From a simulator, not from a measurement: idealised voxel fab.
Name of the process module below: voxel plated lines
Cross-section cut: width 255 nm, square cells of 5 nm.
Think of the cross-section as a grid of square cells. We describe it in bands, top to bottom, and each band covers one or more rows of those cells. Top, bottom (nm), then materials left to right with widths (nm); lone material tagged "all across" fills the whole band edge to edge; "blank" = empty space. Heights are expressed relative to 0, this being the level below which the as-received wafer comprises one material exclusively. The lowest band is unbounded in the downward direction and is denoted as in "top 0, no bottom". The two numbers in a width such as "30->40" mark its ends across the band: the first belongs to the top row of cells, the second to the bottom row, and from each row to the next the width moves by the same amount. Given "remains unaltered" for a step, no cell of the cross-section differs between before and after that step. Entry "Voids, fully enclosed" = empty spaces >= 8 cells with no open way to the top; each as width x height at distance, distance from left edge, all nm. Where a step's line continues beyond its settings, the continuation is a remark by the simulator itself on that step. overlay nm: where the mask lay relative to plan, measured to the right, on steps with a mask; negatives go left.

### These are the steps we planned for the process
| 1 | RECEIVE [material Si] |
| 2 | CONFORMAL_DEP [material Al2O3] [thk nm 15] |
| 3 | DIRECTIONAL_DEP [material TiN] [thk nm 5] |
| 4 | PATTERN [tone open] [mask id LINES] [material resist] [width nm 15] [pitch nm 40] [thk nm 30] [overlay nm 0] |
| 5 | EPI [material Ru] [thk nm 10] |
| 6 | EPI [material Ru] [thk nm 5] |
| 7 | STRIP [etch materials resist] |
| 8 | DIRECTIONAL_ETCH [etch materials TiN] [depth nm 5] |
| 9 | CONFORMAL_DEP [material SiO2] [thk nm 5] |

### Cross-section: wafer on arrival = after step 1
top 0, no bottom | Si all across
Voids, fully enclosed: none

### Run as planned - first of the two wafers cross-sectioned at the end of the module
top 40, bottom 35 | blank: 95, SiO2: 25, blank: 15, SiO2: 25, blank: 95
top 35, bottom 20 | blank: 95, SiO2: 5, Ru: 15, SiO2: 5, blank: 15, SiO2: 5, Ru: 15, SiO2: 5, blank: 95
top 20, bottom 15 | SiO2: 100, TiN: 15, SiO2: 25, TiN: 15, SiO2: 100
top 15, bottom 0 | Al2O3 all across
top 0, no bottom | Si all across
Voids, fully enclosed: none

### Module end: cross-section of wafer two of two. Same start and process plan as the first wafer. One mistake during execution
top 40, bottom 35 | blank: 85, SiO2: 25, blank: 15, SiO2: 25, blank: 105
top 35, bottom 20 | blank: 85, SiO2: 5, Ru: 15, SiO2: 5, blank: 15, SiO2: 5, Ru: 15, SiO2: 5, blank: 105
top 20, bottom 15 | SiO2: 90, TiN: 15, SiO2: 25, TiN: 15, SiO2: 110
top 15, bottom 0 | Al2O3 all across
top 0, no bottom | Si all across
Voids, fully enclosed: none
Run error: step 4 changed vs plan, executed as PATTERN [tone open] [mask id LINES] [material resist] [width nm 15] [pitch nm 40] [thk nm 30] [overlay nm -10]
By the end, you'd get the same cell count for each material on either wafer, but the second wafer puts them somewhere else.
